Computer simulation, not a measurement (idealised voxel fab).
Documented hereafter: the process module known as voxel wiring stack.
Shown is cross-section cut, with a width of 300 nm and square cells of size 5 nm.
For the purposes of this document, a cross-section shall be understood as a grid of square cells, specified as bands listed in top-to-bottom order, each band consisting of one or more rows of cells. Basically the band line says how high the top is and how high the bottom is, in nm, and then what's in it from left to right, every material with its width in nm. Empty space shows up as "air", and if a single material carries "edge to edge" it runs the full band edge to edge. Below 0: as-received wafer, all one material; heights counted from there. Lowest band: no bottom, goes on down, written "from 0 down". You'd read "30..40" like this: the band's top row of cells is as wide as the first number, its bottom row is as wide as the second, and going down, every row changes width by the same amount as the row before did. "no change", as given for a step, is the statement that not any cell of the cross-section underwent a change during that step. Enclosed voids (no open way to top), threshold 8 cells or more, entry "Fully sealed voids", notation width x height at distance, distance from left edge, nm. It should be noted that, on the line of a given step, the content following the step's settings is a remark produced by the simulator itself with respect to that step. Steps that use a mask can have "overlay nm" on their line. It says how far the mask sat to the right of where it was meant to be. Negative means to the left.

### List of planned process steps
- 1: RECEIVE, material Si
- 2: CONFORMAL_DEP, material SiO2, thk nm 10
- 3: DIRECTIONAL_DEP, material TiN, thk nm 5
- 4: DIRECTIONAL_DEP, material W, thk nm 25
- 5: MASKED_ETCH, tone cover, mask id METAL_1, width nm 25, pitch nm 45, etch materials W, depth nm 25, overlay nm 0
- 6: MASKED_ETCH, tone cover, mask id METAL_1, width nm 25, pitch nm 45, etch materials TiN, depth nm 5, overlay nm 0
- 7: FILL_DEP, material lowk, thk nm 10
- 8: CMP, height nm 40
- 9: CONFORMAL_DEP, material SiCN, thk nm 5
- 10: DIRECTIONAL_DEP, material lowk, thk nm 20
- 11: MASKED_ETCH, tone open, mask id PLUG_1, width nm 15, pitch nm 45, etch materials lowk, depth nm 20, overlay nm 0
- 12: MASKED_ETCH, tone open, mask id PLUG_1, width nm 15, pitch nm 45, etch materials SiCN, depth nm 5, overlay nm 0
- 13: CONFORMAL_DEP, material TiN, thk nm 5
- 14: FILL_DEP, material W, thk nm 5
- 15: CMP, height nm 65
- 16: CONFORMAL_DEP, material SiN, thk nm 5
- 17: DIRECTIONAL_DEP, material SiO2, thk nm 20
- 18: DIRECTIONAL_DEP, material aC, thk nm 10
- 19: PATTERN, tone open, mask id METAL_2, material resist, width nm 25, pitch nm 45, thk nm 25, overlay nm 0
- 20: DIRECTIONAL_ETCH, etch materials aC, depth nm 10
- 21: STRIP, etch materials resist
- 22: DIRECTIONAL_ETCH, etch materials SiO2, depth nm 20
- 23: DIRECTIONAL_ETCH, etch materials SiN, depth nm 5
- 24: STRIP, etch materials aC
- 25: CONFORMAL_DEP, material TiN, thk nm 5
- 26: FILL_DEP, material Cu, thk nm 5
- 27: CMP, height nm 90
- 28: CONFORMAL_DEP, material SiN, thk nm 5

### Cross-section of the incoming wafer, state after step 1
    from 0 down | Si edge to edge
    Fully sealed voids: none

### Cross-section at module end, one run error; start and plan unchanged from above
    from 95 to 90 | SiN edge to edge
    from 90 to 70 | 115 of SiO2, then 5 of TiN, then 15 of Cu, then 5 of TiN, then 20 of SiO2, then 5 of TiN, then 15 of Cu, then 5 of TiN, then 115 of SiO2
    from 70 to 65 | 115 of SiN, then 25 of TiN, then 20 of SiN, then 25 of TiN, then 115 of SiN
    from 65 to 45 | 115 of lowk, then 5 of TiN, then 5 of W, then 5 of TiN, then 30 of lowk, then 5 of TiN, then 5 of W, then 5 of TiN, then 125 of lowk
    from 45 to 40 | 115 of SiCN, then 15 of TiN, then 30 of SiCN, then 15 of TiN, then 125 of SiCN
    from 40 to 15 | 115 of lowk, then 25 of W, then 20 of lowk, then 25 of W, then 115 of lowk
    from 15 to 5 | SiO2 edge to edge
    from 5 to 0 | TiN edge to edge
    from 0 down | Si edge to edge
    Fully sealed voids: none
Deviation from plan: a sequencing error occurred in which plan steps 2 and 3 were transposed
